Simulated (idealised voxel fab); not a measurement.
This is a process module. Its name is voxel fin reveal.
The width of the displayed cross-section, cut, is 260 nm; its cells are square, with a size of 5 nm.
This document writes a cross-section as a grid whose cells are square, and gives it as bands, listed from the top down; one or more rows of cells form a band. Each band's line starts with the height of the band's top and of its bottom, in nm. Then come its materials from left to right, each with its width in nm. One material with "full width" fills the band from edge to edge. "blank" is empty space. Zero point of the height axis is 0; under it, received wafer = one material. Lowest band: continues down indefinitely, "from 0 down". Quick explanation for "30 to 40": the width changes in equal steps down the rows of cells, from the first number in the band's top row to the second number in its bottom row. Where the words "no modification" appear for a step, the cross-section shows no cell changed by that step; every cell remained as before. Empty spaces without an open route to the top, at least 8 cells in extent, make up the entry "Enclosed void entries"; each is given as width x height at distance, where the distance is measured from the left edge, and all are in nm. On each step's line, the part that comes after the settings is the simulator's own comment on the step. The "overlay nm" setting may appear on a step's line; for a step that uses a mask, it gives how far to the right of its planned position the mask lay, and a negative value indicates the left.
Planned step list for the process
1: RECEIVE: material Si
2: CONFORMAL_DEP: material SiN, thk nm 5
3: PATTERN: tone cover, mask id FINS, material resist, width nm 15, pitch nm 40, thk nm 20, overlay nm 0
4: DIRECTIONAL_ETCH: etch materials SiN, depth nm 5
5: DIRECTIONAL_ETCH: etch materials Si, depth nm 30
6: STRIP: etch materials resist
7: OXIDIZE: depth nm 5
8: FILL_DEP: material SiO2, thk nm 15
9: CMP: height nm 5
10: SELECTIVE_ETCH: etch materials SiO2, depth nm 15
11: STRIP: etch materials SiN
12: CONFORMAL_DEP: material HfO2, thk nm 5
Wafer at receipt (post step 1), cross-section
> from 0 down: Si full width
> Enclosed void entries: none
Module complete - cross-section of the first of two wafers, run according to plan
> from 5 to 0: 80 of blank / 15 of HfO2 / 25 of blank / 15 of HfO2 / 25 of blank / 15 of HfO2 / 85 of blank
> from 0 to -5: 80 of blank / 5 of HfO2 / 5 of Si / 5 of HfO2 / 25 of blank / 5 of HfO2 / 5 of Si / 5 of HfO2 / 25 of blank / 5 of HfO2 / 5 of Si / 5 of HfO2 / 85 of blank
> from -5 to -10: 85 of HfO2 / 5 of Si / 35 of HfO2 / 5 of Si / 35 of HfO2 / 5 of Si / 90 of HfO2
> from -10 to -35: 85 of SiO2 / 5 of Si / 35 of SiO2 / 5 of Si / 35 of SiO2 / 5 of Si / 90 of SiO2
> from -35 down: Si full width
> Enclosed void entries: none
Here's the second of our two wafers sectioned at module end. Same start as the first, same plan, but one mistake got made running it
> from 5 to 0: 80 of blank / 15 of HfO2 / 25 of blank / 15 of HfO2 / 25 of blank / 15 of HfO2 / 85 of blank
> from 0 to -5: 80 of blank / 5 of HfO2 / 5 of Si / 5 of HfO2 / 25 of blank / 5 of HfO2 / 5 of Si / 5 of HfO2 / 25 of blank / 5 of HfO2 / 5 of Si / 5 of HfO2 / 85 of blank
> from -5 to -10: 70 of HfO2 / 10 of blank / 5 of HfO2 / 5 of Si / 5 of HfO2 / 25 of blank / 5 of HfO2 / 5 of Si / 5 of HfO2 / 25 of blank / 5 of HfO2 / 5 of Si / 5 of HfO2 / 10 of blank / 75 of HfO2
> from -10 to -15: 65 of SiO2 / 20 of HfO2 / 5 of Si / 35 of HfO2 / 5 of Si / 35 of HfO2 / 5 of Si / 20 of HfO2 / 70 of SiO2
> from -15 to -35: 85 of SiO2 / 5 of Si / 35 of SiO2 / 5 of Si / 35 of SiO2 / 5 of Si / 90 of SiO2
> from -35 down: Si full width
> Enclosed void entries: none
The mistake made against the process plan was this: plan steps 10 and 11 run swapped
The second wafer ends with more or fewer cells of some materials than the first, per final count: HfO2: 8 more | SiO2: 22 fewer
